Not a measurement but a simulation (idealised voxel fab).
voxel transistor to metal: a process module
Displayed cross-section: cut, width of 170 nm, square cells sized 5 nm.
Cross-section spec: square-cell grid; bands listed top down; each band is one or more rows. A band entry consists of two parts. The first gives the height of the band's top and the height of its bottom, in nm. The rest lists the band's materials from left to right, each with its width in nm. A single material labelled with the word "full width" fills the band from edge to edge, and the word "air" marks empty space. Measure heights from 0. That's the level where, below it, the as-received wafer is all one material. The lowest band is bottomless and extends downward; write it as in "0 nm and below". The expression "30->40" gives the width at the extremes of the band, the first number at its top row of cells and the second at its bottom row, with the width changing by equal amounts from each row to the next in between. Key: "remained the same" - step with no changed cell in the cross-section. In the "Trapped void list" entry, you get each enclosed empty space of 8 cells or more, one with no open way to the top, written width x height at distance, distance from the left edge, in nm. Note: text after step settings on the step line = simulator remark on that step. What "overlay nm" on a step's line means: if the step has a mask, that mask lay this far to the right of its planned place, or, when the value is negative, to the left.
-- plan
1. RECEIVE | material Si
2. CONFORMAL_DEP | material SiO2 | thk nm 5
3. CONFORMAL_DEP | material SiN | thk nm 15
4. MASKED_ETCH | tone cover | mask id ACTIVE | width nm 125 | etch materials SiN | depth nm 15 | overlay nm 0
5. MASKED_ETCH | tone cover | mask id ACTIVE | width nm 125 | etch materials SiO2 | depth nm 5 | overlay nm 0
6. MASKED_ETCH | tone cover | mask id ACTIVE | width nm 125 | etch materials Si | depth nm 35 | overlay nm 0
7. FILL_DEP | material SiO2 | thk nm 10
8. CMP | height nm 20
9. SELECTIVE_ETCH | etch materials SiO2 | depth nm 10
10. STRIP | etch materials SiN
11. SELECTIVE_ETCH | etch materials SiO2 | depth nm 5
12. OXIDIZE | depth nm 5
13. DIRECTIONAL_DEP | material polySi | thk nm 20
14. DIRECTIONAL_DEP | material SiCN | thk nm 10
15. PATTERN | tone cover | mask id GATE | material resist | width nm 25 | thk nm 20 | overlay nm 0
16. DIRECTIONAL_ETCH | etch materials SiCN | depth nm 20
17. DIRECTIONAL_ETCH | etch materials polySi | depth nm 30
18. STRIP | etch materials resist
19. CONFORMAL_DEP | material SiO2 | thk nm 5
20. DIRECTIONAL_ETCH | etch materials SiO2 | depth nm 5
21. CONFORMAL_DEP | material SiN | thk nm 10
22. DIRECTIONAL_ETCH | etch materials SiN | depth nm 10
23. DIRECTIONAL_ETCH | etch materials SiO2 | depth nm 5
24. DIRECTIONAL_ETCH | etch materials Si | depth nm 10
25. EPI | material pSi | thk nm 15
26. FILL_DEP | material SiO2 | thk nm 5
27. CMP | height nm 30
28. DIRECTIONAL_DEP | material SiO2 | thk nm 10
29. MASKED_ETCH | tone open | mask id CONTACT | width nm 35 | pitch nm 70 | etch materials SiO2 | depth nm 30 | overlay nm 0
30. CONFORMAL_DEP | material TiN | thk nm 5
31. FILL_DEP | material W | thk nm 5
32. CMP | height nm 40
33. CONFORMAL_DEP | material SiCN | thk nm 5
34. DIRECTIONAL_DEP | material SiO2 | thk nm 20
35. DIRECTIONAL_DEP | material aC | thk nm 10
36. PATTERN | tone open | mask id METAL_1 | material resist | width nm 20 | pitch nm 85 | thk nm 25 | overlay nm 0
37. DIRECTIONAL_ETCH | etch materials aC | depth nm 10
38. STRIP | etch materials resist
39. DIRECTIONAL_ETCH | etch materials SiO2 | depth nm 20
40. DIRECTIONAL_ETCH | etch materials SiCN | depth nm 5
41. STRIP | etch materials aC
42. CONFORMAL_DEP | material TiN | thk nm 5
43. FILL_DEP | material Cu | thk nm 10
44. CMP | height nm 55
45. CONFORMAL_DEP | material SiCN | thk nm 5
Wafer-to-wafer difference: height nm, step 44. Common start. Plan = first wafer's value.
-- After step 1, as received: first of several wafers, cross-section
- 0 nm and below: Si full width
- Trapped void list: none
-- Module finished, last step 45 done: cross-section of the first of several wafers
- 60 nm to 55 nm: SiCN full width
- 55 nm to 45 nm: SiO2 30 nm  TiN 5 nm  Cu 10 nm  TiN 5 nm  SiO2 65 nm  TiN 5 nm  Cu 10 nm  TiN 5 nm  SiO2 35 nm
- 45 nm to 40 nm: SiCN 30 nm  TiN 20 nm  SiCN 65 nm  TiN 20 nm  SiCN 35 nm
- 40 nm to 30 nm: SiO2 30 nm  TiN 5 nm  W 25->15 nm  TiN 5->15 nm  SiO2 35 nm  TiN 5->15 nm  W 25->15 nm  TiN 5 nm  SiO2 35 nm
- 30 nm to 20 nm: SiO2 30 nm  TiN 5 nm  W 15 nm  TiN 5 nm  SiN 10 nm  SiO2 5 nm  SiCN 25 nm  SiO2 5 nm  SiN 10 nm  TiN 5 nm  W 15 nm  TiN 5 nm  SiO2 35 nm
- 20 nm to 15 nm: SiO2 30 nm  TiN 5 nm  W 15 nm  TiN 5 nm  SiN 10 nm  SiO2 5 nm  polySi 25 nm  SiO2 5 nm  SiN 10 nm  TiN 5 nm  W 15 nm  TiN 5 nm  SiO2 35 nm
- 15 nm to 10 nm: SiO2 30 nm  TiN 25 nm  SiN 10 nm  SiO2 5 nm  polySi 25 nm  SiO2 5 nm  SiN 10 nm  TiN 25 nm  SiO2 35 nm
- 10 nm to 5 nm: SiO2 25 nm  pSi 30 nm  SiN 10 nm  SiO2 5 nm  polySi 25 nm  SiO2 5 nm  SiN 10 nm  pSi 30 nm  SiO2 30 nm
- 5 nm to 0 nm: SiO2 20 nm  SiN 10 nm  pSi 25 nm  SiN 10 nm  SiO2 5 nm  polySi 25 nm  SiO2 5 nm  SiN 10 nm  pSi 25 nm  SiN 10 nm  SiO2 25 nm
- 0 nm to -5 nm: SiO2 30 nm  pSi 25 nm  SiO2 55 nm  pSi 25 nm  SiO2 35 nm
- -5 nm to -15 nm: SiO2 20 nm  Si 10 nm  pSi 25 nm  Si 55 nm  pSi 25 nm  Si 10 nm  SiO2 25 nm
- -15 nm to -35 nm: SiO2 20 nm  Si 125 nm  SiO2 25 nm
- -35 nm and below: Si full width
- Trapped void list: none
-- Cross-sectional view, end of module, last wafer of several
- 85 nm to 80 nm: SiCN full width
- 80 nm to 70 nm: Cu full width
- 70 nm to 65 nm: TiN 35 nm  Cu 10 nm  TiN 75 nm  Cu 10 nm  TiN 40 nm
- 65 nm to 45 nm: SiO2 30 nm  TiN 5 nm  Cu 10 nm  TiN 5 nm  SiO2 65 nm  TiN 5 nm  Cu 10 nm  TiN 5 nm  SiO2 35 nm
- 45 nm to 40 nm: SiCN 30 nm  TiN 20 nm  SiCN 65 nm  TiN 20 nm  SiCN 35 nm
- 40 nm to 30 nm: SiO2 30 nm  TiN 5 nm  W 25->15 nm  TiN 5->15 nm  SiO2 35 nm  TiN 5->15 nm  W 25->15 nm  TiN 5 nm  SiO2 35 nm
- 30 nm to 20 nm: SiO2 30 nm  TiN 5 nm  W 15 nm  TiN 5 nm  SiN 10 nm  SiO2 5 nm  SiCN 25 nm  SiO2 5 nm  SiN 10 nm  TiN 5 nm  W 15 nm  TiN 5 nm  SiO2 35 nm
- 20 nm to 15 nm: SiO2 30 nm  TiN 5 nm  W 15 nm  TiN 5 nm  SiN 10 nm  SiO2 5 nm  polySi 25 nm  SiO2 5 nm  SiN 10 nm  TiN 5 nm  W 15 nm  TiN 5 nm  SiO2 35 nm
- 15 nm to 10 nm: SiO2 30 nm  TiN 25 nm  SiN 10 nm  SiO2 5 nm  polySi 25 nm  SiO2 5 nm  SiN 10 nm  TiN 25 nm  SiO2 35 nm
- 10 nm to 5 nm: SiO2 25 nm  pSi 30 nm  SiN 10 nm  SiO2 5 nm  polySi 25 nm  SiO2 5 nm  SiN 10 nm  pSi 30 nm  SiO2 30 nm
- 5 nm to 0 nm: SiO2 20 nm  SiN 10 nm  pSi 25 nm  SiN 10 nm  SiO2 5 nm  polySi 25 nm  SiO2 5 nm  SiN 10 nm  pSi 25 nm  SiN 10 nm  SiO2 25 nm
- 0 nm to -5 nm: SiO2 30 nm  pSi 25 nm  SiO2 55 nm  pSi 25 nm  SiO2 35 nm
- -5 nm to -15 nm: SiO2 20 nm  Si 10 nm  pSi 25 nm  Si 55 nm  pSi 25 nm  Si 10 nm  SiO2 25 nm
- -15 nm to -35 nm: SiO2 20 nm  Si 125 nm  SiO2 25 nm
- -35 nm and below: Si full width
- Trapped void list: none
-- Per-wafer rows below. For each material: cells gained (+) or lost (-) since the wafer was received, as of end of module. Then: closed voids
height nm 55 | +8 Cu | -108 Si | +70 SiCN | +28 SiN | +254 SiO2 | +50 TiN | +34 W | +52 pSi | +20 polySi | Trapped void list: none
height nm 60 | +12 Cu | -108 Si | +70 SiCN | +28 SiN | +280 SiO2 | +54 TiN | +34 W | +52 pSi | +20 polySi | Trapped void list: none
height nm 65 | +16 Cu | -108 Si | +70 SiCN | +28 SiN | +306 SiO2 | +58 TiN | +34 W | +52 pSi | +20 polySi | Trapped void list: none
height nm 70 | +20 Cu | -108 Si | +70 SiCN | +28 SiN | +306 SiO2 | +88 TiN | +34 W | +52 pSi | +20 polySi | Trapped void list: none
height nm 75 | +54 Cu | -108 Si | +70 SiCN | +28 SiN | +306 SiO2 | +88 TiN | +34 W | +52 pSi | +20 polySi | Trapped void list: none
height nm 80 | +88 Cu | -108 Si | +70 SiCN | +28 SiN | +306 SiO2 | +88 TiN | +34 W | +52 pSi | +20 polySi | Trapped void list: none
